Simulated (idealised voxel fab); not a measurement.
Presented below is a process module, voxel self aligned vias.
In the cross-section labelled cut, the width is 285 nm and each square cell is 5 nm.
The cross-sections in this document take the form of a grid made of square cells. They are written out as bands, in order from top to bottom. Each band consists of one or more rows of cells.
Look at the band entry: it leads with the top's height and the bottom's height in nm. Then it lists the materials left to right, with a width in nm for each. The word "full width" on a single material says that material fills the band edge to edge. The word "air" is empty space.
Where do heights start? At 0: under that level the wafer as delivered is made of one material only. And the lowest band has no floor; it just carries on downward, as in "z 0 and below".
Quick explanation for "30->40": the width changes in equal steps down the rows of cells, from the first number in the band's top row to the second number in its bottom row.
Step marked "no alteration"? Then no cell in the cross-section changed in it.
Voids not open to the top, 8 cells minimum: see "Completely enclosed voids". Written width x height at distance; distance is from the left edge; nm.
It should be noted that, on the line of a given step, the content following the step's settings is a remark produced by the simulator itself with respect to that step.
Regarding "overlay nm": on a step with a mask, it is the distance the mask lay to the right of its planned place; a negative value places it to the left.
Planned process steps:
1,RECEIVE (material Si)
2,CONFORMAL_DEP (material SiO2; thk nm 10)
3,CONFORMAL_DEP (material SiCN; thk nm 5)
4,DIRECTIONAL_DEP (material lowk; thk nm 30)
5,MASKED_ETCH (tone open; mask id LINES; width nm 30; pitch nm 75; etch materials lowk; depth nm 30; overlay nm 0)
6,CONFORMAL_DEP (material TiN; thk nm 5)
7,FILL_DEP (material Ru; thk nm 5)
8,CMP (height nm 45)
9,SELECTIVE_ETCH (etch materials W Ru TiN; depth nm 5)
10,FILL_DEP (material SiN; thk nm 5)
11,CMP (height nm 45)
12,DIRECTIONAL_DEP (material lowk; thk nm 20)
13,MASKED_ETCH (tone open; mask id VIAS; width nm 50; pitch nm 75; etch materials lowk; depth nm 20; overlay nm 0)
14,MASKED_ETCH (tone open; mask id VIAS; width nm 50; pitch nm 75; etch materials SiN; depth nm 5; overlay nm 0)
15,CONFORMAL_DEP (material TiN; thk nm 5)
16,FILL_DEP (material Cu; thk nm 5)
17,CMP (height nm 65)
18,CONFORMAL_DEP (material SiCN; thk nm 5)
Account of the first of two wafers, which was processed as intended:
Wafer cross-section on receipt, i.e. after step 1:
	z 0 and below | Si full width
	Completely enclosed voids: none
Cross-sectional representation of the wafer at the conclusion of step 2:
	z 10 to 0 | SiO2 full width
	Nothing below the height 0 has changed.
Cross-sectional representation of the wafer at the conclusion of step 3:
	z 15 to 10 | SiCN full width
	Nothing below the height 10 has changed.
Cross-sectional representation of the wafer at the conclusion of step 4:
	z 45 to 15 | lowk full width
	Nothing below the height 15 has changed.
Cross-sectional representation of the wafer at the conclusion of step 5:
	z 45 to 15 | 90 of lowk, 30 of air, 45 of lowk, 30 of air, 90 of lowk
	Nothing below the height 15 has changed.
Cross-sectional representation of the wafer at the conclusion of step 6:
	z 50 to 45 | 95 of TiN, 20 of air, 55 of TiN, 20 of air, 95 of TiN
	z 45 to 20 | 90 of lowk, 5 of TiN, 20 of air, 5 of TiN, 45 of lowk, 5 of TiN, 20 of air, 5 of TiN, 90 of lowk
	z 20 to 15 | 90 of lowk, 30 of TiN, 45 of lowk, 30 of TiN, 90 of lowk
	Nothing below the height 15 has changed.
Cross-sectional representation of the wafer at the conclusion of step 7:
	z 55 to 50 | Ru full width
	z 50 to 45 | 95 of TiN, 20 of Ru, 55 of TiN, 20 of Ru, 95 of TiN
	z 45 to 20 | 90 of lowk, 5 of TiN, 20 of Ru, 5 of TiN, 45 of lowk, 5 of TiN, 20 of Ru, 5 of TiN, 90 of lowk
	Nothing below the height 20 has changed.
Cross-sectional representation of the wafer at the conclusion of step 8:
	z 45 to 20 | 90 of lowk, 5 of TiN, 20 of Ru, 5 of TiN, 45 of lowk, 5 of TiN, 20 of Ru, 5 of TiN, 90 of lowk
	Nothing below the height 20 has changed.
Cross-sectional representation of the wafer at the conclusion of step 9:
	z 45 to 40 | 90 of lowk, 30 of air, 45 of lowk, 30 of air, 90 of lowk
	Nothing below the height 40 has changed.
Cross-sectional representation of the wafer at the conclusion of step 10:
	z 50 to 45 | SiN full width
	z 45 to 40 | 90 of lowk, 30 of SiN, 45 of lowk, 30 of SiN, 90 of lowk
	Nothing below the height 40 has changed.
Cross-sectional representation of the wafer at the conclusion of step 11:
	z 45 to 40 | 90 of lowk, 30 of SiN, 45 of lowk, 30 of SiN, 90 of lowk
	Nothing below the height 40 has changed.
Cross-sectional representation of the wafer at the conclusion of step 12:
	z 65 to 45 | lowk full width
	Nothing below the height 45 has changed.
Cross-sectional representation of the wafer at the conclusion of step 13:
	z 65 to 45 | 80 of lowk, 50 of air, 25 of lowk, 50 of air, 80 of lowk
	Nothing below the height 45 has changed.
Cross-sectional representation of the wafer at the conclusion of step 14:
	z 65 to 45 | 80 of lowk, 50 of air, 25 of lowk, 50 of air, 80 of lowk
	z 45 to 40 | 90 of lowk, 30 of air, 45 of lowk, 30 of air, 90 of lowk
	Nothing below the height 40 has changed.
Cross-sectional representation of the wafer at the conclusion of step 15:
	z 70 to 65 | 85 of TiN, 40 of air, 35 of TiN, 40 of air, 85 of TiN
	z 65 to 50 | 80 of lowk, 5 of TiN, 40 of air, 5 of TiN, 25 of lowk, 5 of TiN, 40 of air, 5 of TiN, 80 of lowk
	z 50 to 45 | 80 of lowk, 15 of TiN, 20 of air, 15 of TiN, 25 of lowk, 15 of TiN, 20 of air, 15 of TiN, 80 of lowk
	z 45 to 40 | 90 of lowk, 30 of TiN, 45 of lowk, 30 of TiN, 90 of lowk
	Nothing below the height 40 has changed.
Cross-sectional representation of the wafer at the conclusion of step 16:
	z 75 to 70 | Cu full width
	z 70 to 65 | 85 of TiN, 40 of Cu, 35 of TiN, 40 of Cu, 85 of TiN
	z 65 to 50 | 80 of lowk, 5 of TiN, 40 of Cu, 5 of TiN, 25 of lowk, 5 of TiN, 40 of Cu, 5 of TiN, 80 of lowk
	z 50 to 45 | 80 of lowk, 15 of TiN, 20 of Cu, 15 of TiN, 25 of lowk, 15 of TiN, 20 of Cu, 15 of TiN, 80 of lowk
	Nothing below the height 45 has changed.
Cross-sectional representation of the wafer at the conclusion of step 17:
	z 65 to 50 | 80 of lowk, 5 of TiN, 40 of Cu, 5 of TiN, 25 of lowk, 5 of TiN, 40 of Cu, 5 of TiN, 80 of lowk
	Nothing below the height 50 has changed.
Cross-sectional representation of the wafer at the conclusion of step 18:
	z 70 to 65 | SiCN full width
	Nothing below the height 65 has changed.
Second Wafer (Identical Start and Plan, One Processing Error; Matches First Wafer Through Step 11):
Second wafer at the planned finish of step 12, seen in cross-section:
	z 45 to 40 | 80 of lowk, 10 of air, 30 of SiN, 10 of air, 25 of lowk, 10 of air, 30 of SiN, 10 of air, 80 of lowk
	z 40 to 25 | 80 of lowk, 10 of air, 5 of TiN, 20 of Ru, 5 of TiN, 10 of air, 25 of lowk, 10 of air, 5 of TiN, 20 of Ru, 5 of TiN, 10 of air, 80 of lowk
	Nothing below the height 25 has changed.
Second wafer at the planned finish of step 13, seen in cross-section:
	z 65 to 45 | 80 of lowk, 10 of air, 30 of lowk, 10 of air, 25 of lowk, 10 of air, 30 of lowk, 10 of air, 80 of lowk
	z 45 to 40 | 90 of lowk, 30 of SiN, 45 of lowk, 30 of SiN, 90 of lowk
	z 40 to 20 | 90 of lowk, 5 of TiN, 20 of Ru, 5 of TiN, 45 of lowk, 5 of TiN, 20 of Ru, 5 of TiN, 90 of lowk
	Nothing below the height 20 has changed.
Second wafer at the planned finish of step 14, seen in cross-section: no alteration
Second wafer at the planned finish of step 15, seen in cross-section:
	z 70 to 65 | TiN full width
	z 65 to 45 | 80 of lowk, 10 of TiN, 30 of lowk, 10 of TiN, 25 of lowk, 10 of TiN, 30 of lowk, 10 of TiN, 80 of lowk
	Nothing below the height 45 has changed.
Second wafer at the planned finish of step 16, seen in cross-section:
	z 75 to 70 | Cu full width
	Nothing below the height 70 has changed.
Second wafer at the planned finish of step 17, seen in cross-section:
	z 65 to 45 | 80 of lowk, 10 of TiN, 30 of lowk, 10 of TiN, 25 of lowk, 10 of TiN, 30 of lowk, 10 of TiN, 80 of lowk
	Nothing below the height 45 has changed.
Second wafer at the planned finish of step 18, seen in cross-section:
	z 70 to 65 | SiCN full width
	Nothing below the height 65 has changed.
Short version of what went wrong: plan vs actual: 12 and 13 interchanged
The closing comparison, in cells, has the second wafer with more or fewer of some materials than the first: Cu: 56 fewer | SiN: 12 more | TiN: 4 fewer | lowk: 48 more
